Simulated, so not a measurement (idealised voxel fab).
This is a process module. Its name is voxel spacer lines.
Cross-section cut spans 245 nm and uses square cells 5 nm in size.
Each cross-section below is a grid of square cells, stated as bands in top-down order, with one or more rows of cells making up each band.
First you get the band's top height and its bottom height, in nm, and then the materials it's made of, left to right, with each width in nm. If you see a single material with "full width", that one covers the band edge to edge. "air" is empty space.
Below 0: as-received wafer, all one material; heights counted from there. Lowest band: no bottom, goes on down, written "z 0 and below".
Graded width ("30..40"): value in top row of band = first number; value in bottom row = second number; row-to-row change constant.
"no change occurred" means the step left every cell of the cross-section as it was.
In the "Completely sealed voids" entry, you get each enclosed empty space of 8 cells or more, one with no open way to the top, written width x height at distance, distance from the left edge, in nm.
Post-settings text on a step line: simulator's own remark regarding the step.
On any step carrying a mask, the "overlay nm" setting, if present on the step's line, tells how far right of its planned place the mask lay; negative values point to the left.

plan:
step 1: RECEIVE with material Si
step 2: CONFORMAL_DEP with material Al2O3, thk nm 5
step 3: DIRECTIONAL_DEP with material W, thk nm 20
step 4: DIRECTIONAL_DEP with material aC, thk nm 25
step 5: PATTERN with tone cover, mask id MANDREL, material resist, width nm 25, pitch nm 70, thk nm 30, overlay nm 0
step 6: DIRECTIONAL_ETCH with etch materials aC, depth nm 25
step 7: STRIP with etch materials resist
step 8: CONFORMAL_DEP with material SiO2, thk nm 10
step 9: DIRECTIONAL_ETCH with etch materials SiO2, depth nm 10
step 10: STRIP with etch materials aC
step 11: DIRECTIONAL_ETCH with etch materials W, depth nm 20
step 12: STRIP with etch materials SiO2

So, the first of our two wafers, run just as we planned it:

Cross-section of the wafer upon arrival, representing the state reached after step 1:
* z 0 and below  Si full width
* Completely sealed voids: none

So this is the wafer cross-section right after step 2:
* z 5 to 0  Al2O3 full width
* Everything under 0 stays put, no change at all.

So this is the wafer cross-section right after step 3:
* z 25 to 5  W full width
* Everything under 5 stays put, no change at all.

So this is the wafer cross-section right after step 4:
* z 50 to 25  aC full width
* Everything under 25 stays put, no change at all.

So this is the wafer cross-section right after step 5:
* z 80 to 50  air: 75  resist: 25  air: 45  resist: 25  air: 75
* Everything under 50 stays put, no change at all.

So this is the wafer cross-section right after step 6:
* z 55 to 50  air: 75  resist: 25  air: 45  resist: 25  air: 75
* z 50 to 25  air: 75  aC: 25  air: 45  aC: 25  air: 75
* Everything under 25 stays put, no change at all.

So this is the wafer cross-section right after step 7:
* z 50 to 25  air: 75  aC: 25  air: 45  aC: 25  air: 75
* Everything under 25 stays put, no change at all.

So this is the wafer cross-section right after step 8:
* z 60 to 50  air: 65  SiO2: 45  air: 25  SiO2: 45  air: 65
* z 50 to 35  air: 65  SiO2: 10  aC: 25  SiO2: 10  air: 25  SiO2: 10  aC: 25  SiO2: 10  air: 65
* z 35 to 25  SiO2: 75  aC: 25  SiO2: 45  aC: 25  SiO2: 75
* Everything under 25 stays put, no change at all.

So this is the wafer cross-section right after step 9:
* z 50 to 25  air: 65  SiO2: 10  aC: 25  SiO2: 10  air: 25  SiO2: 10  aC: 25  SiO2: 10  air: 65
* Everything under 25 stays put, no change at all.

So this is the wafer cross-section right after step 10:
* z 50 to 25  air: 65  SiO2: 10  air: 25  SiO2: 10  air: 25  SiO2: 10  air: 25  SiO2: 10  air: 65
* Everything under 25 stays put, no change at all.

So this is the wafer cross-section right after step 11:
* z 50 to 25  air: 65  SiO2: 10  air: 25  SiO2: 10  air: 25  SiO2: 10  air: 25  SiO2: 10  air: 65
* z 25 to 5  air: 65  W: 10  air: 25  W: 10  air: 25  W: 10  air: 25  W: 10  air: 65
* Everything under 5 stays put, no change at all.

So this is the wafer cross-section right after step 12:
* z 25 to 5  air: 65  W: 10  air: 25  W: 10  air: 25  W: 10  air: 25  W: 10  air: 65
* Everything under 5 stays put, no change at all.

For the second wafer, take the first wafer's start and plan, then add one mistake made in running it; everything through step 2, that step included, is shared with the first:

Cross-section: second wafer, time at which step 3 was scheduled to end:
* z 45 to 5  W full width
* Everything under 5 stays put, no change at all.

Cross-section: second wafer, time at which step 4 was scheduled to end:
* z 70 to 45  aC full width
* Everything under 45 stays put, no change at all.

Cross-section: second wafer, time at which step 5 was scheduled to end:
* z 100 to 70  air: 75  resist: 25  air: 45  resist: 25  air: 75
* Everything under 70 stays put, no change at all.

Cross-section: second wafer, time at which step 6 was scheduled to end:
* z 75 to 70  air: 75  resist: 25  air: 45  resist: 25  air: 75
* z 70 to 45  air: 75  aC: 25  air: 45  aC: 25  air: 75
* Everything under 45 stays put, no change at all.

Cross-section: second wafer, time at which step 7 was scheduled to end:
* z 70 to 45  air: 75  aC: 25  air: 45  aC: 25  air: 75
* Everything under 45 stays put, no change at all.

Cross-section: second wafer, time at which step 8 was scheduled to end:
* z 80 to 70  air: 65  SiO2: 45  air: 25  SiO2: 45  air: 65
* z 70 to 55  air: 65  SiO2: 10  aC: 25  SiO2: 10  air: 25  SiO2: 10  aC: 25  SiO2: 10  air: 65
* z 55 to 45  SiO2: 75  aC: 25  SiO2: 45  aC: 25  SiO2: 75
* Everything under 45 stays put, no change at all.

Cross-section: second wafer, time at which step 9 was scheduled to end:
* z 70 to 45  air: 65  SiO2: 10  aC: 25  SiO2: 10  air: 25  SiO2: 10  aC: 25  SiO2: 10  air: 65
* Everything under 45 stays put, no change at all.

Cross-section: second wafer, time at which step 10 was scheduled to end:
* z 70 to 45  air: 65  SiO2: 10  air: 25  SiO2: 10  air: 25  SiO2: 10  air: 25  SiO2: 10  air: 65
* Everything under 45 stays put, no change at all.

Cross-section: second wafer, time at which step 11 was scheduled to end:
* z 70 to 45  air: 65  SiO2: 10  air: 25  SiO2: 10  air: 25  SiO2: 10  air: 25  SiO2: 10  air: 65
* z 45 to 25  air: 65  W: 10  air: 25  W: 10  air: 25  W: 10  air: 25  W: 10  air: 65
* Everything under 25 stays put, no change at all.

Cross-section: second wafer, time at which step 12 was scheduled to end:
* z 45 to 25  air: 65  W: 10  air: 25  W: 10  air: 25  W: 10  air: 25  W: 10  air: 65
* Everything under 25 stays put, no change at all.
What was the processing mistake? step 3 of the plan was twice carried out
Final wafer comparison in cells, second versus first, more or fewer per material: 196 more of W
